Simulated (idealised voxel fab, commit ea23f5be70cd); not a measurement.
Module name: voxel wiring stack (process module)
cross-section cut | 150 nm wide | cells 5 nm
Cross-section format: a grid of square cells, given as bands from top to bottom; each band is one or more rows of cells.
The band entry comprises the height of the band's top followed by the height of its bottom, expressed in nm, and subsequently the band's materials from left to right, each stated together with its width in nm. Where a single material is marked with the word "edge to edge", that material fills the band from edge to edge. The word "blank" represents empty space.
Height reference: 0 = level under which incoming wafer is all one material. Lowest band: no bottom, runs on downward, e.g. "z 0 and below".
The width entry "30->40" should be interpreted row by row: the top row of cells in the band takes the first number, the bottom row takes the second number, and the change between adjacent rows is uniform throughout.
Step note "same as before" = no cross-section cell changed.
Closed-off voids of 8+ cells (no open route to the top) go in "Encapsulated voids", written width x height at distance from the left edge, in nm.
Whatever follows a step's settings on its line is a remark the simulator itself makes about that step.
"overlay nm" on a masked step: distance the mask lay right of its planned place, negative for left.

## plan
1 RECEIVE, material Si
2 CONFORMAL_DEP, material SiO2, thk nm 10
3 DIRECTIONAL_DEP, material TiN, thk nm 5
4 DIRECTIONAL_DEP, material W, thk nm 20
5 DIRECTIONAL_DEP, material aC, thk nm 15
6 PATTERN, tone cover, mask id METAL_1, material resist, width nm 30, pitch nm 50, thk nm 30, overlay nm 0
7 DIRECTIONAL_ETCH, etch materials aC, depth nm 15
8 STRIP, etch materials resist
9 DIRECTIONAL_ETCH, etch materials W, depth nm 20
10 DIRECTIONAL_ETCH, etch materials TiN, depth nm 5
11 STRIP, etch materials aC
12 CONFORMAL_DEP, material SiCN, thk nm 5
13 FILL_DEP, material SiO2, thk nm 5
14 CMP, height nm 35
15 CONFORMAL_DEP, material SiCN, thk nm 5
16 DIRECTIONAL_DEP, material lowk, thk nm 20
17 MASKED_ETCH, tone open, mask id PLUG_1, width nm 15, etch materials lowk, depth nm 20, overlay nm 0
18 MASKED_ETCH, tone open, mask id PLUG_1, width nm 15, etch materials SiCN, depth nm 5, overlay nm 0
19 CONFORMAL_DEP, material TiN, thk nm 5
20 FILL_DEP, material Cu, thk nm 5
21 CMP, height nm 60
22 CONFORMAL_DEP, material SiCN, thk nm 5
23 DIRECTIONAL_DEP, material lowk, thk nm 20
24 MASKED_ETCH, tone open, mask id METAL_2, width nm 30, pitch nm 50, etch materials lowk, depth nm 20, overlay nm 0
25 MASKED_ETCH, tone open, mask id METAL_2, width nm 30, pitch nm 50, etch materials SiCN, depth nm 5, overlay nm 0
26 CONFORMAL_DEP, material TiN, thk nm 5
27 FILL_DEP, material Ru, thk nm 5
28 CMP, height nm 85
29 CONFORMAL_DEP, material SiCN, thk nm 5
30 DIRECTIONAL_DEP, material SiO2, thk nm 10
31 PATTERN, tone open, mask id PLUG_2, material resist, width nm 15, pitch nm 50, thk nm 20, overlay nm 0
32 DIRECTIONAL_ETCH, etch materials SiO2, depth nm 10
33 DIRECTIONAL_ETCH, etch materials SiCN, depth nm 5
34 STRIP, etch materials resist
35 CONFORMAL_DEP, material TiN, thk nm 5
36 FILL_DEP, material Ru, thk nm 10
37 CMP, height nm 100
38 CONFORMAL_DEP, material SiN, thk nm 5
39 DIRECTIONAL_DEP, material SiO2, thk nm 25
40 PATTERN, tone open, mask id METAL_3, material resist, width nm 30, pitch nm 50, thk nm 20, overlay nm 0
41 DIRECTIONAL_ETCH, etch materials SiO2, depth nm 25
42 DIRECTIONAL_ETCH, etch materials SiN, depth nm 5
43 STRIP, etch materials resist
44 CONFORMAL_DEP, material TiN, thk nm 5
45 FILL_DEP, material Cu, thk nm 5
46 CMP, height nm 130
47 CONFORMAL_DEP, material SiCN, thk nm 5

## Wafer cross-section on receipt, i.e. after step 1
    z 0 and below | Si edge to edge
    Encapsulated voids: none

## Wafer cross-section at end of module: start and plan as shown above, one execution error
    z 135 to 130 | SiCN edge to edge
    z 130 to 105 | 35 nm SiO2; 5 nm TiN; 20 nm Cu; 5 nm TiN; 20 nm SiO2; 5 nm TiN; 20 nm Cu; 5 nm TiN; 35 nm SiO2
    z 105 to 100 | 35 nm SiN; 30 nm TiN; 20 nm SiN; 30 nm TiN; 35 nm SiN
    z 100 to 90 | 30 nm Ru; 5 nm TiN; 15 nm SiO2; 5 nm TiN; 25 nm Ru; 5 nm TiN; 15 nm SiO2; 5 nm TiN; 45 nm Ru
    z 90 to 85 | 35 nm TiN; 15 nm SiCN; 35 nm TiN; 15 nm SiCN; 50 nm TiN
    z 85 to 65 | 35 nm lowk; 5 nm TiN; 20 nm Ru; 5 nm TiN; 20 nm lowk; 5 nm TiN; 20 nm Ru; 5 nm TiN; 35 nm lowk
    z 65 to 60 | 35 nm SiCN; 30 nm TiN; 20 nm SiCN; 30 nm TiN; 35 nm SiCN
    z 60 to 40 | 35 nm lowk; 5 nm TiN; 5 nm Cu; 5 nm TiN; 100 nm lowk
    z 40 to 35 | 35 nm SiCN; 15 nm TiN; 100 nm SiCN
    z 35 to 15 | 30 nm SiO2; 5 nm SiCN; 30 nm W; 5 nm SiCN; 10 nm SiO2; 5 nm SiCN; 30 nm W; 5 nm SiCN; 30 nm SiO2
    z 15 to 10 | 35 nm SiCN; 30 nm TiN; 20 nm SiCN; 30 nm TiN; 35 nm SiCN
    z 10 to 0 | SiO2 edge to edge
    z 0 and below | Si edge to edge
    Encapsulated voids: none
Here's what went sideways: in deviation from the planned setting, step 31 was conducted as PATTERN, tone cover, mask id PLUG_2, material resist, width nm 15, pitch nm 50, thk nm 20, overlay nm 0
